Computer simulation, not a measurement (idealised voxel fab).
You're looking at the process module voxel local oxidation.
For reference, the cross-section in this document is cut, with width 150 nm and square cells of 5 nm.
A cross-section is written here as square cells arranged in a grid, and it is given in bands from the top down, each band taking up one or more rows of cells. Top, bottom (nm), then materials left to right with widths (nm); lone material tagged "all across" fills the whole band edge to edge; "blank" = empty space. It should be noted that heights are counted from 0, beneath which the wafer as supplied is of one material throughout, and that the lowest band possesses no lower boundary but continues downward, as written in "0 down". It should be noted that a width expressed as "30 to 40" varies in equal increments from row to row of cells within the band, taking the value of the first number at the top row and that of the second number at the bottom row. "no change occurred" -> step changed no cross-section cell. Heads up: "Closed void roster" only lists the empty pockets with no open path to the top that are 8 cells or more, and it writes them as width x height at distance, distance from the left edge, in nm. Step line, after settings: the simulator's comment on this step. overlay nm: mask offset rightward from planned place, masked step; negative means leftward offset.
### So here's the lineup of process steps we planned
1,RECEIVE,material Si
2,OXIDIZE,depth nm 5
3,CONFORMAL_DEP,material SiN,thk nm 15
4,DIRECTIONAL_DEP,material aC,thk nm 15
5,PATTERN,tone cover,mask id ACTIVE,material resist,width nm 95,thk nm 30,overlay nm 0
6,DIRECTIONAL_ETCH,etch materials aC,depth nm 15
7,STRIP,etch materials resist
8,DIRECTIONAL_ETCH,etch materials SiN,depth nm 15
9,STRIP,etch materials aC
10,SELECTIVE_ETCH,etch materials SiO2,depth nm 5
11,OXIDIZE,depth nm 15
12,STRIP,etch materials SiN
### First wafer out of two, processed as planned
### Cross-section of the incoming wafer, state after step 1
- 0 down = Si all across
- Closed void roster: none
### Cross-sectional representation of the wafer at the conclusion of step 2
- 0 to -5 = SiO2 all across
- Anything lower than -5 is untouched.
### Cross-sectional representation of the wafer at the conclusion of step 3
- 15 to 0 = SiN all across
- Anything lower than 0 is untouched.
### Cross-sectional representation of the wafer at the conclusion of step 4
- 30 to 15 = aC all across
- Anything lower than 15 is untouched.
### Cross-sectional representation of the wafer at the conclusion of step 5
- 60 to 30 = blank (25) | resist (95) | blank (30)
- Anything lower than 30 is untouched.
### Cross-sectional representation of the wafer at the conclusion of step 6
- 45 to 30 = blank (25) | resist (95) | blank (30)
- 30 to 15 = blank (25) | aC (95) | blank (30)
- Anything lower than 15 is untouched.
### Cross-sectional representation of the wafer at the conclusion of step 7
- 30 to 15 = blank (25) | aC (95) | blank (30)
- Anything lower than 15 is untouched.
### Cross-sectional representation of the wafer at the conclusion of step 8
- 30 to 15 = blank (25) | aC (95) | blank (30)
- 15 to 0 = blank (25) | SiN (95) | blank (30)
- Anything lower than 0 is untouched.
### Cross-sectional representation of the wafer at the conclusion of step 9
- 15 to 0 = blank (25) | SiN (95) | blank (30)
- Anything lower than 0 is untouched.
### Cross-sectional representation of the wafer at the conclusion of step 10
- 15 to 0 = blank (25) | SiN (95) | blank (30)
- 0 to -5 = blank (30) | SiO2 (85) | blank (35)
- Anything lower than -5 is untouched.
### Cross-sectional representation of the wafer at the conclusion of step 11
- 15 to 0 = blank (25) | SiN (95) | blank (30)
- 0 to -5 = blank (30) | SiO2 (85) | blank (35)
- -5 to -20 = SiO2 (45) | Si (55) | SiO2 (50)
- Anything lower than -20 is untouched.
### Cross-sectional representation of the wafer at the conclusion of step 12
- 0 to -5 = blank (30) | SiO2 (85) | blank (35)
- Anything lower than -5 is untouched.
### Okay, second wafer. Nothing different at the start, nothing different in the plan, just one mistake somewhere in the running. As far as step 4, counting that step, it's the first wafer all over again
### Second wafer profile in section, at the moment step 5 of the plan was meant to be complete
- 60 to 30 = blank (25) | resist (100) | blank (25)
- Anything lower than 30 is untouched.
### Second wafer profile in section, at the moment step 6 of the plan was meant to be complete
- 45 to 30 = blank (25) | resist (100) | blank (25)
- 30 to 15 = blank (25) | aC (100) | blank (25)
- Anything lower than 15 is untouched.
### Second wafer profile in section, at the moment step 7 of the plan was meant to be complete
- 30 to 15 = blank (25) | aC (100) | blank (25)
- Anything lower than 15 is untouched.
### Second wafer profile in section, at the moment step 8 of the plan was meant to be complete
- 30 to 15 = blank (25) | aC (100) | blank (25)
- 15 to 0 = blank (25) | SiN (100) | blank (25)
- Anything lower than 0 is untouched.
### Second wafer profile in section, at the moment step 9 of the plan was meant to be complete
- 15 to 0 = blank (25) | SiN (100) | blank (25)
- Anything lower than 0 is untouched.
### Second wafer profile in section, at the moment step 10 of the plan was meant to be complete
- 15 to 0 = blank (25) | SiN (100) | blank (25)
- 0 to -5 = blank (30) | SiO2 (90) | blank (30)
- Anything lower than -5 is untouched.
### Second wafer profile in section, at the moment step 11 of the plan was meant to be complete
- 15 to 0 = blank (25) | SiN (100) | blank (25)
- 0 to -5 = blank (30) | SiO2 (90) | blank (30)
- -5 to -20 = SiO2 (45) | Si (60) | SiO2 (45)
- Anything lower than -20 is untouched.
### Second wafer profile in section, at the moment step 12 of the plan was meant to be complete
- 0 to -5 = blank (30) | SiO2 (90) | blank (30)
- Anything lower than -5 is untouched.
Here's what went sideways: note that step 5 departed from the planned setting and was carried out as PATTERN,tone cover,mask id ACTIVE,material resist,width nm 100,thk nm 30,overlay nm 0
Bottom line after processing is that, in cells, the second wafer is up or down on some materials versus the first: Si: 3 more, SiO2: 2 fewer
